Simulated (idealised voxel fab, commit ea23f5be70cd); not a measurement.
Process module heading - voxel released beams
FYI the section here is cut, 275 nm wide, cells are 5 nm squares.
If you're reading a cross-section in this doc, picture square cells in a grid; it comes to you as bands, top ones listed first down to the bottom, and a band can be one or more rows of cells. Heights first: top, then bottom, in nm. Then materials, left to right, each with a width in nm. "full width" on a single material: fills the band edge to edge. "empty": empty space. It should be noted that heights are counted from 0, beneath which the wafer as supplied is of one material throughout, and that the lowest band possesses no lower boundary but continues downward, as written in "z 0 and below". Width "30..40": first value at the band's top row of cells, second value at its bottom row, equal change from row to row. Basically "everything unchanged" means that step didn't change any cell in the cross-section. If an empty space has no open way to the top and is at least 8 cells in size, "Enclosed cavity list" lists it, written width x height at distance, where distance is measured from the left edge and every value is in nm. That trailing text on a step's line, after the settings, is the simulator's own remark on the step. A step line may carry the setting "overlay nm", which, for steps involving a mask, states the distance by which the mask lay to the right of its intended position; negative values denote displacement to the left.
## Process steps - plan
1. RECEIVE | material Si
2. CONFORMAL_DEP | material Al2O3 | thk nm 5
3. DIRECTIONAL_DEP | material SiO2 | thk nm 10
4. DIRECTIONAL_DEP | material aC | thk nm 15
5. PATTERN | tone open | mask id ANCHOR | material resist | width nm 45 | thk nm 35 | overlay nm -15
6. DIRECTIONAL_ETCH | etch materials aC | depth nm 15
7. STRIP | etch materials resist
8. DIRECTIONAL_ETCH | etch materials SiO2 | depth nm 10
9. STRIP | etch materials aC
10. CONFORMAL_DEP | material polySi | thk nm 15
11. PATTERN | tone cover | mask id BEAM | material resist | width nm 95 | thk nm 20 | overlay nm 0
12. DIRECTIONAL_ETCH | etch materials polySi | depth nm 15
13. STRIP | etch materials resist
14. STRIP | etch materials SiO2
Same starting wafers, different overlay nm at step 5. Plan value belongs to the first wafer.
## As-received state after step 1, first of several wafers, cross-section
- z 0 and below  Si full width
- Enclosed cavity list: none
## Per wafer, end of module: cells gained (+) or lost (-) per material since receipt, then closed voids
overlay nm -15, +55 Al2O3, +69 polySi, Enclosed cavity list: none
overlay nm -10, +55 Al2O3, +69 polySi, Enclosed cavity list: none
overlay nm -5, +55 Al2O3, +69 polySi, Enclosed cavity list: none
overlay nm 0, +55 Al2O3, +69 polySi, Enclosed cavity list: none
overlay nm 5, +55 Al2O3, +69 polySi, Enclosed cavity list: none
overlay nm 10, +55 Al2O3, +69 polySi, Enclosed cavity list: none
overlay nm 15, +55 Al2O3, +69 polySi, Enclosed cavity list: none
